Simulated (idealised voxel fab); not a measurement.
A process module follows: voxel wiring stack.
Cross-sectional view cut (width: 180 nm; square cell size: 5 nm).
In this document a cross-section is written as a grid of square cells. It is given as a series of bands, listed from the top down, and a band is one or more rows of cells. The entry gives the band's vertical extent as a top height and a bottom height in nm, then its horizontal make-up as materials from left to right, each with a width in nm. "blank" stands for empty space; a single material marked "full width" fills the band edge to edge. It should be noted that heights are counted from 0, beneath which the wafer as supplied is of one material throughout, and that the lowest band possesses no lower boundary but continues downward, as written in "0 nm and below". It should be noted that a width expressed as "30->40" varies in equal increments from row to row of cells within the band, taking the value of the first number at the top row and that of the second number at the bottom row. "remained unchanged" after a step means that no cell of the cross-section changed. Listed in "Sealed void list": every empty space of 8 or more cells without an open way to the top. Form: width x height at distance, the distance being from the left edge, all in nm. Heads up: the bit after the settings on a step's line is the simulator's remark on that step. "overlay nm" on a masked step: distance the mask lay right of its planned place, negative for left.

### Planned process steps
step 1: RECEIVE: material Si
step 2: CONFORMAL_DEP: material SiO2, thk nm 15
step 3: CONFORMAL_DEP: material SiN, thk nm 5
step 4: DIRECTIONAL_DEP: material SiO2, thk nm 15
step 5: DIRECTIONAL_DEP: material aC, thk nm 15
step 6: PATTERN: tone open, mask id METAL_1, material resist, width nm 25, pitch nm 40, thk nm 35, overlay nm 0
step 7: DIRECTIONAL_ETCH: etch materials aC, depth nm 15
step 8: STRIP: etch materials resist
step 9: DIRECTIONAL_ETCH: etch materials SiO2, depth nm 15
step 10: DIRECTIONAL_ETCH: etch materials SiN, depth nm 5
step 11: STRIP: etch materials aC
step 12: CONFORMAL_DEP: material TiN, thk nm 5
step 13: FILL_DEP: material Cu, thk nm 5
step 14: CMP: height nm 35
step 15: EPI: material Ru, thk nm 5
step 16: FILL_DEP: material SiCN, thk nm 5
step 17: DIRECTIONAL_DEP: material SiO2, thk nm 10
step 18: PATTERN: tone open, mask id PLUG_1, material resist, width nm 15, pitch nm 40, thk nm 15, overlay nm 0
step 19: DIRECTIONAL_ETCH: etch materials SiO2, depth nm 10
step 20: DIRECTIONAL_ETCH: etch materials SiCN, depth nm 5
step 21: STRIP: etch materials resist
step 22: CONFORMAL_DEP: material TiN, thk nm 5
step 23: FILL_DEP: material Ru, thk nm 10
step 24: CMP: height nm 55
step 25: DIRECTIONAL_DEP: material TiN, thk nm 5
step 26: DIRECTIONAL_DEP: material W, thk nm 15
step 27: PATTERN: tone cover, mask id METAL_2, material resist, width nm 25, pitch nm 40, thk nm 20, overlay nm 0
step 28: DIRECTIONAL_ETCH: etch materials W, depth nm 15
step 29: DIRECTIONAL_ETCH: etch materials TiN, depth nm 5
step 30: STRIP: etch materials resist
step 31: CONFORMAL_DEP: material SiN, thk nm 5
step 32: FILL_DEP: material lowk, thk nm 10
step 33: CMP: height nm 75
step 34: CONFORMAL_DEP: material SiCN, thk nm 5
step 35: DIRECTIONAL_DEP: material SiO2, thk nm 30
step 36: DIRECTIONAL_DEP: material aC, thk nm 10
step 37: PATTERN: tone open, mask id METAL_3_HOLES, material resist, width nm 15, thk nm 30, overlay nm 0
step 38: DIRECTIONAL_ETCH: etch materials aC, depth nm 10
step 39: STRIP: etch materials resist
step 40: DIRECTIONAL_ETCH: etch materials SiO2, depth nm 30
step 41: STRIP: etch materials aC
step 42: DIRECTIONAL_DEP: material aC, thk nm 15
step 43: PATTERN: tone open, mask id METAL_3, material resist, width nm 25, pitch nm 40, thk nm 30, overlay nm 0
step 44: DIRECTIONAL_ETCH: etch materials aC, depth nm 15
step 45: STRIP: etch materials resist
step 46: DIRECTIONAL_ETCH: etch materials SiO2, depth nm 15
step 47: DIRECTIONAL_ETCH: etch materials SiCN, depth nm 5
step 48: STRIP: etch materials aC
step 49: CONFORMAL_DEP: material TiN, thk nm 5
step 50: FILL_DEP: material Cu, thk nm 5
step 51: CMP: height nm 110
step 52: CONFORMAL_DEP: material SiN, thk nm 5
Quick note for whoever runs this: the wafers start identical, but the width nm at step 37 isn't the same across them. The plan just shows what the first wafer had.

### Cross-sectional view of the first of several wafers in the as-received condition, corresponding to the state following step 1
0 nm and below: Si full width
Sealed void list: none

### Quick key for the table: a row per wafer, taken at the end of the module. For each material it tells you how many cells the wafer gained (+) or lost (-) since it came in, and the closed voids come after
width nm 15 | +34 Cu | +18 Ru | +85 SiCN | +100 SiN | +423 SiO2 | +72 TiN | +30 W | +66 lowk | Sealed void list: none
width nm 20 | +38 Cu | +18 Ru | +84 SiCN | +100 SiN | +420 SiO2 | +72 TiN | +30 W | +66 lowk | Sealed void list: none
width nm 25 | +43 Cu | +18 Ru | +84 SiCN | +100 SiN | +414 SiO2 | +73 TiN | +30 W | +66 lowk | Sealed void list: none
width nm 30 | +47 Cu | +18 Ru | +83 SiCN | +100 SiN | +411 SiO2 | +73 TiN | +30 W | +66 lowk | Sealed void list: none
